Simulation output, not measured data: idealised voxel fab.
Herein follows the process module entitled voxel wiring stack.
Section cut is 190 nm wide and gridded with 5 nm square cells.
This document writes a cross-section as a grid whose cells are square, and gives it as bands, listed from the top down; one or more rows of cells form a band.
The entry gives the band's vertical extent as a top height and a bottom height in nm, then its horizontal make-up as materials from left to right, each with a width in nm. "blank" stands for empty space; a single material marked "throughout" fills the band edge to edge.
Heads up on the height convention: 0 is the point under which the incoming wafer is all one material, and the lowest band has no bottom, it just keeps going down, like "0 down".
You'd read "30 to 40" like this: the band's top row of cells is as wide as the first number, its bottom row is as wide as the second, and going down, every row changes width by the same amount as the row before did.
No cell of the cross-section changed in a step that is given as "nothing was modified".
Voids not open to the top, 8 cells minimum: see "Cavities, closed". Written width x height at distance; distance is from the left edge; nm.
On a step's line, text after the settings is the simulator commenting on that step.
The line of a step may include "overlay nm". On a step with a mask, this value is how far to the right of its planned place the mask lay. A negative value means the mask lay to the left.

SET OUT BELOW ARE THE PLANNED STEPS OF THE PROCESS
1,RECEIVE,material Si
2,CONFORMAL_DEP,material SiO2,thk nm 15
3,CONFORMAL_DEP,material SiN,thk nm 5
4,DIRECTIONAL_DEP,material SiO2,thk nm 20
5,PATTERN,tone open,mask id METAL_1,material resist,width nm 25,pitch nm 40,thk nm 20,overlay nm 0
6,DIRECTIONAL_ETCH,etch materials SiO2,depth nm 20
7,DIRECTIONAL_ETCH,etch materials SiN,depth nm 5
8,STRIP,etch materials resist
9,CONFORMAL_DEP,material TiN,thk nm 5
10,FILL_DEP,material W,thk nm 5
11,CMP,height nm 40
12,EPI,material Ru,thk nm 5
13,FILL_DEP,material SiCN,thk nm 5
14,DIRECTIONAL_DEP,material SiO2,thk nm 30
15,DIRECTIONAL_DEP,material aC,thk nm 10
16,PATTERN,tone open,mask id METAL_2,material resist,width nm 25,pitch nm 40,thk nm 30,overlay nm 0
17,DIRECTIONAL_ETCH,etch materials aC,depth nm 10
18,STRIP,etch materials resist
19,DIRECTIONAL_ETCH,etch materials SiO2,depth nm 15
20,STRIP,etch materials aC
21,PATTERN,tone open,mask id METAL_2_HOLES,material resist,width nm 15,thk nm 15,overlay nm 0
22,DIRECTIONAL_ETCH,etch materials SiO2,depth nm 15
23,DIRECTIONAL_ETCH,etch materials SiCN,depth nm 5
24,STRIP,etch materials resist
25,CONFORMAL_DEP,material TiN,thk nm 5
26,FILL_DEP,material Ru,thk nm 10
27,CMP,height nm 80
28,CONFORMAL_DEP,material SiCN,thk nm 5
29,DIRECTIONAL_DEP,material SiO2,thk nm 15
30,DIRECTIONAL_DEP,material aC,thk nm 15
31,PATTERN,tone open,mask id PLUG_2,material resist,width nm 15,thk nm 35,overlay nm 0
32,DIRECTIONAL_ETCH,etch materials aC,depth nm 15
33,STRIP,etch materials resist
34,DIRECTIONAL_ETCH,etch materials SiO2,depth nm 15
35,DIRECTIONAL_ETCH,etch materials SiCN,depth nm 5
36,STRIP,etch materials aC
37,CONFORMAL_DEP,material TiN,thk nm 5
38,FILL_DEP,material Ru,thk nm 5
39,CMP,height nm 100
40,DIRECTIONAL_DEP,material TiN,thk nm 5
41,DIRECTIONAL_DEP,material W,thk nm 20
42,PATTERN,tone cover,mask id METAL_3,material resist,width nm 25,pitch nm 40,thk nm 20,overlay nm 0
43,DIRECTIONAL_ETCH,etch materials W,depth nm 20
44,DIRECTIONAL_ETCH,etch materials TiN,depth nm 5
45,STRIP,etch materials resist
46,CONFORMAL_DEP,material SiN,thk nm 5
47,FILL_DEP,material SiO2,thk nm 5
48,CMP,height nm 125
49,CONFORMAL_DEP,material SiCN,thk nm 5

AS RECEIVED (POST STEP 1): CROSS-SECTION
0 down | Si throughout
Cavities, closed: none

THE MODULE WAS RUN FROM THE START SHOWN ABOVE USING THE PLAN SHOWN ABOVE, BUT ONE MISTAKE WAS MADE DOING IT; THE RESULTING WAFER CROSS-SECTION IS BELOW
130 to 125 | SiCN throughout
125 to 105 | SiO2 55  SiN 5  W 25  SiN 5  SiO2 5  SiN 5  W 25  SiN 5  SiO2 60
105 to 100 | SiN 60  TiN 25  SiN 15  TiN 25  SiN 65
100 to 85 | SiO2 60  TiN 5  Ru 5  TiN 5  SiO2 115
85 to 80 | SiCN 60  TiN 15  SiCN 115
80 to 70 | SiO2 60  TiN 5  Ru 15  TiN 5  SiO2 15  TiN 5  Ru 15  TiN 5  SiO2 65
70 to 65 | SiO2 60  TiN 5  Ru 5  TiN 15  SiO2 15  TiN 25  SiO2 65
65 to 50 | SiO2 60  TiN 5  Ru 5  TiN 5  SiO2 115
50 to 45 | SiCN 60  TiN 15  SiCN 115
45 to 40 | SiCN 55  Ru 35  SiCN 5  Ru 35  SiCN 60
40 to 35 | SiO2 60  TiN 5  W 15  TiN 5  SiO2 15  TiN 5  W 15  TiN 5  SiO2 65
35 to 30 | SiN 60  TiN 25  SiN 15  TiN 25  SiN 65
30 to 0 | SiO2 throughout
0 down | Si throughout
Cavities, closed: none
What broke from the plan during processing? twice over, step 2 of the plan was run
